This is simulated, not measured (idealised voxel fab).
Process module, titled voxel released beams
For reference, the cross-section in this document is cut, with width 220 nm and square cells of 5 nm.
Heads up, the way a cross-section reads in here is a grid of square cells, handed over as bands from the top down, with every band being one or more rows of cells.
Heads up on the band format: heights come first, top then bottom, in nm. After that it's the materials left to right, each with its width in nm. A single material flagged "full width" fills the whole band edge to edge, and "blank" means there's empty space there.
Beneath 0, the wafer as received is one material, and that level is where height counting begins. The lowest band goes on downward without a bottom; it is written like "0 nm and below".
The width entry "30->40" should be interpreted row by row: the top row of cells in the band takes the first number, the bottom row takes the second number, and the change between adjacent rows is uniform throughout.
Step marked "no change"? Then no cell in the cross-section changed in it.
What "Closed empty spaces" gives you is every empty space of 8 cells or more that is cut off from the top. Each appears as width x height at distance, with the distance taken from the left edge and width, height and distance all in nm.
Post-settings text on a step line: simulator's own remark regarding the step.
overlay nm: how far to the right of its planned place the mask lay on this masked step (negative: to the left).
LISTED BELOW ARE THE PROCESS STEPS AS PLANNED
1) RECEIVE | material Si
2) CONFORMAL_DEP | material SiN | thk nm 10
3) DIRECTIONAL_DEP | material SiO2 | thk nm 15
4) MASKED_ETCH | tone open | mask id ANCHOR | width nm 45 | etch materials SiO2 | depth nm 5 | overlay nm 0
5) CONFORMAL_DEP | material TiN | thk nm 15
6) PATTERN | tone cover | mask id BEAM | material resist | width nm 130 | thk nm 20 | overlay nm 0
7) DIRECTIONAL_ETCH | etch materials TiN | depth nm 15
8) STRIP | etch materials resist
9) STRIP | etch materials SiO2
What sets these wafers apart? The depth nm at step 4. They all start alike, and the plan carries the first wafer's value.
FIRST OF SEVERAL WAFERS, RECEIVED AFTER STEP 1, IN CROSS-SECTION
0 nm and below  Si full width
Closed empty spaces: none
WHERE EACH WAFER STANDS AT THE END OF THE MODULE, A ROW APIECE: CELLS OF EACH MATERIAL GAINED (+) OR LOST (-) SINCE IT WAS RECEIVED, THEN CLOSED VOIDS
depth nm 5 | +88 SiN | Closed empty spaces: none
depth nm 10 | +88 SiN | Closed empty spaces: none
depth nm 15 | +88 SiN | +96 TiN | Closed empty spaces: none
depth nm 20 | +88 SiN | +96 TiN | Closed empty spaces: none
depth nm 25 | +88 SiN | +96 TiN | Closed empty spaces: none
depth nm 30 | +88 SiN | +96 TiN | Closed empty spaces: none
